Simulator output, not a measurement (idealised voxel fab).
Process module heading - voxel wiring stack
Cross-section cut: width 150 nm, square cells of 5 nm.
The cross-sections in this document take the form of a grid made of square cells. They are written out as bands, in order from top to bottom. Each band consists of one or more rows of cells.
Each band's line starts with the height of the band's top and of its bottom, in nm. Then come its materials from left to right, each with its width in nm. One material with "full width" fills the band from edge to edge. "empty" is empty space.
It should be noted that heights are counted from 0, beneath which the wafer as supplied is of one material throughout, and that the lowest band possesses no lower boundary but continues downward, as written in "0 down".
The width entry "30->40" should be interpreted row by row: the top row of cells in the band takes the first number, the bottom row takes the second number, and the change between adjacent rows is uniform throughout.
Where the words "left unchanged" appear for a step, the cross-section shows no cell changed by that step; every cell remained as before.
Entry "Closed empty spaces" = empty spaces >= 8 cells with no open way to the top; each as width x height at distance, distance from left edge, all nm.
Note: text after step settings on the step line = simulator remark on that step.
Steps that use a mask can have "overlay nm" on their line. It says how far the mask sat to the right of where it was meant to be. Negative means to the left.
Here's what the planned process steps look like
1 RECEIVE [material Si]
2 CONFORMAL_DEP [material SiO2] [thk nm 15]
3 DIRECTIONAL_DEP [material TiN] [thk nm 5]
4 DIRECTIONAL_DEP [material Ru] [thk nm 15]
5 MASKED_ETCH [tone cover] [mask id METAL_1] [width nm 25] [pitch nm 45] [etch materials Ru] [depth nm 15] [overlay nm 0]
6 MASKED_ETCH [tone cover] [mask id METAL_1] [width nm 25] [pitch nm 45] [etch materials TiN] [depth nm 5] [overlay nm 0]
7 CONFORMAL_DEP [material SiN] [thk nm 5]
8 FILL_DEP [material lowk] [thk nm 5]
9 CMP [height nm 35]
10 CONFORMAL_DEP [material SiCN] [thk nm 5]
11 DIRECTIONAL_DEP [material SiO2] [thk nm 15]
12 MASKED_ETCH [tone open] [mask id PLUG_1] [width nm 15] [pitch nm 90] [etch materials SiO2] [depth nm 15] [overlay nm 0]
13 MASKED_ETCH [tone open] [mask id PLUG_1] [width nm 15] [pitch nm 90] [etch materials SiCN] [depth nm 5] [overlay nm 0]
14 CONFORMAL_DEP [material TiN] [thk nm 5]
15 FILL_DEP [material Cu] [thk nm 10]
16 CMP [height nm 55]
17 CONFORMAL_DEP [material SiCN] [thk nm 5]
18 DIRECTIONAL_DEP [material lowk] [thk nm 15]
19 DIRECTIONAL_DEP [material aC] [thk nm 15]
20 PATTERN [tone open] [mask id METAL_2] [material resist] [width nm 25] [pitch nm 45] [thk nm 30] [overlay nm 0]
21 DIRECTIONAL_ETCH [etch materials aC] [depth nm 15]
22 STRIP [etch materials resist]
23 DIRECTIONAL_ETCH [etch materials lowk] [depth nm 15]
24 DIRECTIONAL_ETCH [etch materials SiCN] [depth nm 5]
25 STRIP [etch materials aC]
26 CONFORMAL_DEP [material TiN] [thk nm 5]
27 FILL_DEP [material Ru] [thk nm 10]
28 CMP [height nm 75]
29 CONFORMAL_DEP [material SiCN] [thk nm 5]
30 DIRECTIONAL_DEP [material SiO2] [thk nm 35]
31 MASKED_ETCH [tone open] [mask id METAL_3_HOLES] [width nm 15] [pitch nm 45] [etch materials SiO2] [depth nm 35] [overlay nm 0]
32 PATTERN [tone open] [mask id METAL_3] [material resist] [width nm 25] [pitch nm 45] [thk nm 15] [overlay nm 0]
33 DIRECTIONAL_ETCH [etch materials SiO2] [depth nm 20]
34 DIRECTIONAL_ETCH [etch materials SiCN] [depth nm 5]
35 STRIP [etch materials resist]
36 CONFORMAL_DEP [material TiN] [thk nm 5]
37 FILL_DEP [material Cu] [thk nm 5]
38 CMP [height nm 115]
39 CONFORMAL_DEP [material SiN] [thk nm 5]
Incoming wafer in cross-section (state: after step 1)
  0 down = Si full width
  Closed empty spaces: none
first wafer at the end, as planned
  120 to 115 = SiN full width
  115 to 100 = 15 SiO2, then 5 TiN, then 15 Cu, then 5 TiN, then 20 SiO2, then 5 TiN, then 15 Cu, then 5 TiN, then 20 SiO2, then 5 TiN, then 15 Cu, then 5 TiN, then 20 SiO2
  100 to 95 = 15 SiO2, then 5 TiN, then 5 Cu, then 15 TiN, then 20 SiO2, then 5 TiN, then 5 Cu, then 15 TiN, then 20 SiO2, then 5 TiN, then 5 Cu, then 15 TiN, then 20 SiO2
  95 to 80 = 15 SiO2, then 5 TiN, then 5 Cu, then 5 TiN, then 30 SiO2, then 5 TiN, then 5 Cu, then 5 TiN, then 30 SiO2, then 5 TiN, then 5 Cu, then 5 TiN, then 30 SiO2
  80 to 75 = 15 SiCN, then 15 TiN, then 30 SiCN, then 15 TiN, then 30 SiCN, then 15 TiN, then 30 SiCN
  75 to 60 = 15 lowk, then 5 TiN, then 15 Ru, then 5 TiN, then 20 lowk, then 5 TiN, then 15 Ru, then 5 TiN, then 20 lowk, then 5 TiN, then 15 Ru, then 5 TiN, then 20 lowk
  60 to 55 = 15 SiCN, then 25 TiN, then 20 SiCN, then 25 TiN, then 20 SiCN, then 25 TiN, then 20 SiCN
  55 to 40 = 15 SiO2, then 5 TiN, then 5 Cu, then 5 TiN, then 75 SiO2, then 5 TiN, then 5 Cu, then 5 TiN, then 30 SiO2
  40 to 35 = 15 SiCN, then 15 TiN, then 75 SiCN, then 15 TiN, then 30 SiCN
  35 to 20 = 10 lowk, then 5 SiN, then 25 Ru, then 5 SiN, then 10 lowk, then 5 SiN, then 25 Ru, then 5 SiN, then 10 lowk, then 5 SiN, then 25 Ru, then 5 SiN, then 15 lowk
  20 to 15 = 15 SiN, then 25 TiN, then 20 SiN, then 25 TiN, then 20 SiN, then 25 TiN, then 20 SiN
  15 to 0 = SiO2 full width
  0 down = Si full width
  Closed empty spaces: none
This cross-section belongs to the second wafer of two at the end of the module; the start and the plan were shared with the first, and the run included one mistake
  120 to 115 = SiN full width
  115 to 100 = 15 SiO2, then 5 TiN, then 15 Cu, then 5 TiN, then 20 SiO2, then 5 TiN, then 15 Cu, then 5 TiN, then 20 SiO2, then 5 TiN, then 15 Cu, then 5 TiN, then 20 SiO2
  100 to 95 = 15 SiO2, then 5 TiN, then 5 Cu, then 15 TiN, then 20 SiO2, then 5 TiN, then 5 Cu, then 15 TiN, then 20 SiO2, then 5 TiN, then 5 Cu, then 15 TiN, then 20 SiO2
  95 to 80 = 15 SiO2, then 5 TiN, then 5 Cu, then 5 TiN, then 30 SiO2, then 5 TiN, then 5 Cu, then 5 TiN, then 30 SiO2, then 5 TiN, then 5 Cu, then 5 TiN, then 30 SiO2
  80 to 75 = 15 SiCN, then 15 TiN, then 30 SiCN, then 15 TiN, then 30 SiCN, then 15 TiN, then 30 SiCN
  75 to 60 = 15 lowk, then 5 TiN, then 15 Ru, then 5 TiN, then 20 lowk, then 5 TiN, then 15 Ru, then 5 TiN, then 20 lowk, then 5 TiN, then 15 Ru, then 5 TiN, then 20 lowk
  60 to 55 = 15 SiCN, then 25 TiN, then 20 SiCN, then 25 TiN, then 20 SiCN, then 25 TiN, then 20 SiCN
  55 to 40 = 15 SiO2, then 5 TiN, then 5 Cu, then 5 TiN, then 75 SiO2, then 5 TiN, then 5 Cu, then 5 TiN, then 30 SiO2
  40 to 35 = 15 SiCN, then 15 TiN, then 75 SiCN, then 15 TiN, then 30 SiCN
  35 to 25 = 10 lowk, then 5 SiN, then 25 Ru, then 5 SiN, then 10 lowk, then 5 SiN, then 25 Ru, then 5 SiN, then 10 lowk, then 5 SiN, then 25 Ru, then 5 SiN, then 15 lowk
  25 to 20 = 15 SiN, then 25 Ru, then 20 SiN, then 25 Ru, then 20 SiN, then 25 Ru, then 20 SiN
  20 to 5 = SiO2 full width
  5 to 0 = TiN full width
  0 down = Si full width
  Closed empty spaces: none
Run error: steps 2 and 3 got flipped, so each one ran where the other should have
At the finish, the second wafer shows more or fewer cells for some materials than the first does: SiN: 6 fewer | TiN: 15 more | lowk: 9 fewer
